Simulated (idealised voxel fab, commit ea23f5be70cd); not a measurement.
Process module in this document: voxel wiring stack
For reference, the cross-section in this document is cut, with width 190 nm and square cells of 5 nm.
A cross-section in this document is a grid of square cells, and it is written down as bands, the top band listed before the ones below it; a band is made up of one or more rows of cells. First you get the band's top height and its bottom height, in nm, and then the materials it's made of, left to right, with each width in nm. If you see a single material with "edge to edge", that one covers the band edge to edge. "empty" is empty space. Ref level 0: as-received wafer is one material below here. Bottom band extends down with no lower bound ("0..down"). Graded width ("30..40"): value in top row of band = first number; value in bottom row = second number; row-to-row change constant. Key: "changes: none" - step with no changed cell in the cross-section. The list in "Voids, fully enclosed" covers empty spaces of 8 cells or more that cannot reach the top through any open way, and it gives each as width x height at distance; the distance is from the left edge, and width, height and distance are in nm. The remark found on a step's line after its settings is issued by the simulator itself and pertains to that step. A step's line can hold "overlay nm"; with a mask on that step, the setting says how far right of the planned place the mask lay, while a negative setting says it lay to the left.

INTENDED PROCESS STEPS
| 1 | RECEIVE with material Si |
| 2 | CONFORMAL_DEP with material SiO2, thk nm 10 |
| 3 | CONFORMAL_DEP with material SiCN, thk nm 5 |
| 4 | DIRECTIONAL_DEP with material lowk, thk nm 25 |
| 5 | DIRECTIONAL_DEP with material aC, thk nm 15 |
| 6 | PATTERN with tone open, mask id METAL_1, material resist, width nm 20, pitch nm 40, thk nm 35, overlay nm 0 |
| 7 | DIRECTIONAL_ETCH with etch materials aC, depth nm 15 |
| 8 | STRIP with etch materials resist |
| 9 | DIRECTIONAL_ETCH with etch materials lowk, depth nm 25 |
| 10 | DIRECTIONAL_ETCH with etch materials SiCN, depth nm 5 |
| 11 | STRIP with etch materials aC |
| 12 | CONFORMAL_DEP with material TiN, thk nm 5 |
| 13 | FILL_DEP with material Ru, thk nm 5 |
| 14 | CMP with height nm 40 |
| 15 | CONFORMAL_DEP with material SiCN, thk nm 5 |
| 16 | DIRECTIONAL_DEP with material lowk, thk nm 15 |
| 17 | DIRECTIONAL_DEP with material aC, thk nm 15 |
| 18 | PATTERN with tone open, mask id PLUG_1, material resist, width nm 15, pitch nm 40, thk nm 35, overlay nm 0 |
| 19 | DIRECTIONAL_ETCH with etch materials aC, depth nm 15 |
| 20 | STRIP with etch materials resist |
| 21 | DIRECTIONAL_ETCH with etch materials lowk, depth nm 15 |
| 22 | DIRECTIONAL_ETCH with etch materials SiCN, depth nm 5 |
| 23 | STRIP with etch materials aC |
| 24 | EPI with material Ru, thk nm 10 |
| 25 | EPI with material Ru, thk nm 10 |
| 26 | CONFORMAL_DEP with material SiN, thk nm 5 |
| 27 | DIRECTIONAL_DEP with material SiO2, thk nm 15 |
| 28 | MASKED_ETCH with tone open, mask id METAL_2, width nm 20, pitch nm 40, etch materials SiO2, depth nm 15, overlay nm 0 |
| 29 | MASKED_ETCH with tone open, mask id METAL_2, width nm 20, pitch nm 40, etch materials SiN, depth nm 5, overlay nm 0 |
| 30 | CONFORMAL_DEP with material TiN, thk nm 5 |
| 31 | FILL_DEP with material W, thk nm 10 |
| 32 | CMP with height nm 80 |
| 33 | CONFORMAL_DEP with material SiN, thk nm 5 |

AS-RECEIVED STATE OF THE WAFER IN CROSS-SECTION, EQUIVALENT TO POST-STEP 1
0..down = Si edge to edge
Voids, fully enclosed: none

WAFER AT MODULE END, IN SECTION. BEGAN AS ABOVE, PLANNED AS ABOVE, RUN WITH ONE MISTAKE
85..80 = SiN edge to edge
80..65 = SiO2 25 | TiN 5 | W 10 | TiN 5 | SiO2 20 | TiN 5 | W 10 | TiN 5 | SiO2 20 | TiN 5 | W 10 | TiN 5 | SiO2 20 | TiN 5 | W 10 | TiN 5 | SiO2 25
65..60 = SiN 25 | TiN 20 | SiN 20 | TiN 20 | SiN 20 | TiN 20 | SiN 20 | TiN 20 | SiN 25
60..45 = lowk 25 | Ru 15 | lowk 25 | Ru 15 | lowk 25 | Ru 15 | lowk 25 | Ru 15 | lowk 30
45..40 = SiCN 25 | Ru 15 | SiCN 25 | Ru 15 | SiCN 25 | Ru 15 | SiCN 25 | Ru 15 | SiCN 30
40..35 = TiN 30 | Ru 10 | TiN 30 | Ru 10 | TiN 30 | Ru 10 | TiN 30 | Ru 10 | TiN 30
35..15 = lowk 25 | TiN 5 | Ru 10 | TiN 5 | lowk 20 | TiN 5 | Ru 10 | TiN 5 | lowk 20 | TiN 5 | Ru 10 | TiN 5 | lowk 20 | TiN 5 | Ru 10 | TiN 5 | lowk 25
15..10 = lowk 25 | TiN 20 | lowk 20 | TiN 20 | lowk 20 | TiN 20 | lowk 20 | TiN 20 | lowk 25
10..0 = SiO2 edge to edge
0..down = Si edge to edge
Voids, fully enclosed: none
Error vs. plan: yeah, step 3 of the plan got skipped, never ran
